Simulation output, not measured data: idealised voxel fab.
Title: Process Module voxel gate over fins
The cross-section shown here is cut; it is 185 nm wide and divided into square cells measuring 5 nm on a side.
Cross-section layout: square cells on a grid; listed as bands, top to bottom; a band spans one or more cell rows. Band: top height; bottom height; in nm. Then, left to right: material with width in nm, for each material. "edge to edge": a single material spanning edge to edge. "empty": empty space. For the purposes of this specification, 0 denotes the height below which the wafer in its as-received condition is composed wholly of one material, and the lowermost band, lacking a lower limit, extends downward without end, as expressed in "z 0 and below". The expression "30 to 40" gives the width at the extremes of the band, the first number at its top row of cells and the second at its bottom row, with the width changing by equal amounts from each row to the next in between. For the purposes of this document, the phrase "all unchanged" attached to a step denotes that no cell within the cross-section was modified by that step. Any empty space of 8 cells or more lacking an open way to the top shows up in "Closed void roster" as width x height at distance, distance from the left edge, in nm. Step line, after settings: the simulator's comment on this step. A step's line can hold "overlay nm"; with a mask on that step, the setting says how far right of the planned place the mask lay, while a negative setting says it lay to the left.

## List of planned process steps
1) RECEIVE with material Si
2) CONFORMAL_DEP with material SiN, thk nm 10
3) PATTERN with tone cover, mask id FINS, material resist, width nm 15, pitch nm 40, thk nm 20, overlay nm 0
4) DIRECTIONAL_ETCH with etch materials SiN, depth nm 10
5) DIRECTIONAL_ETCH with etch materials Si, depth nm 35
6) STRIP with etch materials resist
7) FILL_DEP with material SiO2, thk nm 5
8) CMP with height nm 10
9) SELECTIVE_ETCH with etch materials SiO2, depth nm 25
10) STRIP with etch materials SiN
11) CONFORMAL_DEP with material HfO2, thk nm 5
12) CONFORMAL_DEP with material TiN, thk nm 5
13) CONFORMAL_DEP with material TiAl, thk nm 5
14) CONFORMAL_DEP with material TiN, thk nm 5
15) FILL_DEP with material W, thk nm 15
16) CMP with height nm 30
17) CONFORMAL_DEP with material SiCN, thk nm 5

## Received-state cross-section, reflecting completion of step 1
    z 0 and below | Si edge to edge
    Closed void roster: none

## Cross-section at module end, one run error; start and plan unchanged from above
    z 35 to 30 | SiCN edge to edge
    z 30 to 20 | W edge to edge
    z 20 to 15 | W 25 nm; TiN 135 nm; W 25 nm
    z 15 to 10 | W 25 nm; TiN 5 nm; TiAl 125 nm; TiN 5 nm; W 25 nm
    z 10 to 5 | W 25 nm; TiN 5 nm; TiAl 5 nm; TiN 35 nm; TiAl 5 nm; TiN 35 nm; TiAl 5 nm; TiN 35 nm; TiAl 5 nm; TiN 5 nm; W 25 nm
    z 5 to 0 | TiN 30 nm; TiAl 5 nm; TiN 5 nm; HfO2 25 nm; TiN 5 nm; TiAl 5 nm; TiN 5 nm; HfO2 25 nm; TiN 5 nm; TiAl 5 nm; TiN 5 nm; HfO2 25 nm; TiN 5 nm; TiAl 5 nm; TiN 30 nm
    z 0 to -5 | TiAl 35 nm; TiN 5 nm; HfO2 5 nm; Si 15 nm; HfO2 5 nm; TiN 5 nm; TiAl 5 nm; TiN 5 nm; HfO2 5 nm; Si 15 nm; HfO2 5 nm; TiN 5 nm; TiAl 5 nm; TiN 5 nm; HfO2 5 nm; Si 15 nm; HfO2 5 nm; TiN 5 nm; TiAl 35 nm
    z -5 to -10 | TiN 40 nm; HfO2 5 nm; Si 15 nm; HfO2 5 nm; TiN 15 nm; HfO2 5 nm; Si 15 nm; HfO2 5 nm; TiN 15 nm; HfO2 5 nm; Si 15 nm; HfO2 5 nm; TiN 40 nm
    z -10 to -15 | HfO2 45 nm; Si 15 nm; HfO2 25 nm; Si 15 nm; HfO2 25 nm; Si 15 nm; HfO2 45 nm
    z -15 to -70 | SiO2 45 nm; Si 15 nm; SiO2 25 nm; Si 15 nm; SiO2 25 nm; Si 15 nm; SiO2 45 nm
    z -70 and below | Si edge to edge
    Closed void roster: none
what went wrong: step 5 from the plan got run twice
